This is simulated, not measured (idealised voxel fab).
You're looking at the process module voxel ribs on slabs.
175 nm wide, 5 nm square cells: that's cross-section cut.
Cross-sections here: square-cell grids, written as top-down lists of bands, a band being one or more rows of cells. The band entry comprises the height of the band's top followed by the height of its bottom, expressed in nm, and subsequently the band's materials from left to right, each stated together with its width in nm. Where a single material is marked with the word "edge to edge", that material fills the band from edge to edge. The word "air" represents empty space. Beneath 0, the wafer as received is one material, and that level is where height counting begins. The lowest band goes on downward without a bottom; it is written like "0 and below". A two-number width, for instance "30->40", indicates that the width is equal to the first number in the top row of the band and to the second number in the bottom row, and that it changes by a constant amount per row of cells. It should be understood that the words "nothing different", when stated for a given step, signify that the cross-section underwent no change in any of its cells during that step. The label "Sealed cavities" introduces a list of the empty spaces, 8 cells or larger, that have no open way up to the top; each entry in it reads width x height at distance, where the distance is taken from the left edge and all three are stated in nm. What comes after the settings on a step's line is commentary from the simulator itself on that step. A step line may carry the setting "overlay nm", which, for steps involving a mask, states the distance by which the mask lay to the right of its intended position; negative values denote displacement to the left.
## Process steps (planned)
| 1 | RECEIVE with material Si |
| 2 | DIRECTIONAL_DEP with material SiO2, thk nm 30 |
| 3 | DIRECTIONAL_DEP with material polySi, thk nm 25 |
| 4 | MASKED_ETCH with tone cover, mask id RIB, width nm 25, etch materials polySi, depth nm 15, overlay nm 0 |
| 5 | MASKED_ETCH with tone cover, mask id SLAB, width nm 65, etch materials polySi, depth nm 10, overlay nm 0 |
| 6 | FILL_DEP with material SiO2, thk nm 25 |
| 7 | CMP with height nm 70 |
| 8 | DIRECTIONAL_DEP with material W, thk nm 5 |
| 9 | MASKED_ETCH with tone cover, mask id HEATER, width nm 35, etch materials W, depth nm 5, overlay nm 0 |
| 10 | CONFORMAL_DEP with material SiN, thk nm 5 |
## Cross-sectional view of the wafer in its as-received condition, corresponding to the state after step 1
    0 and below | Si edge to edge
    Sealed cavities: none
## First wafer of two, sectioned at end of module; run went per plan
    80 down to 75 | 65 of air, then 45 of SiN, then 65 of air
    75 down to 70 | 70 of SiN, then 35 of W, then 70 of SiN
    70 down to 55 | SiO2 edge to edge
    55 down to 40 | 75 of SiO2, then 25 of polySi, then 75 of SiO2
    40 down to 30 | 55 of SiO2, then 65 of polySi, then 55 of SiO2
    30 down to 0 | SiO2 edge to edge
    0 and below | Si edge to edge
    Sealed cavities: none
## End-of-module cross-section of the second wafer: identical starting point and process plan to the first, with one processing mistake
    80 down to 75 | 75 of SiN, then 25 of air, then 75 of SiN
    75 down to 70 | 70 of W, then 35 of SiN, then 70 of W
    70 down to 55 | SiO2 edge to edge
    55 down to 40 | 75 of SiO2, then 25 of polySi, then 75 of SiO2
    40 down to 30 | 55 of SiO2, then 65 of polySi, then 55 of SiO2
    30 down to 0 | SiO2 edge to edge
    0 and below | Si edge to edge
    Sealed cavities: none
In executing the process, a mistake was made relative to the plan: it should be noted that step 9 was executed with settings other than those planned, the operation and settings actually applied being MASKED_ETCH with tone open, mask id HEATER, width nm 35, etch materials W, depth nm 5, overlay nm 0
Heads up, by the end the second wafer has more or fewer cells of some materials compared to the first: W: 21 more
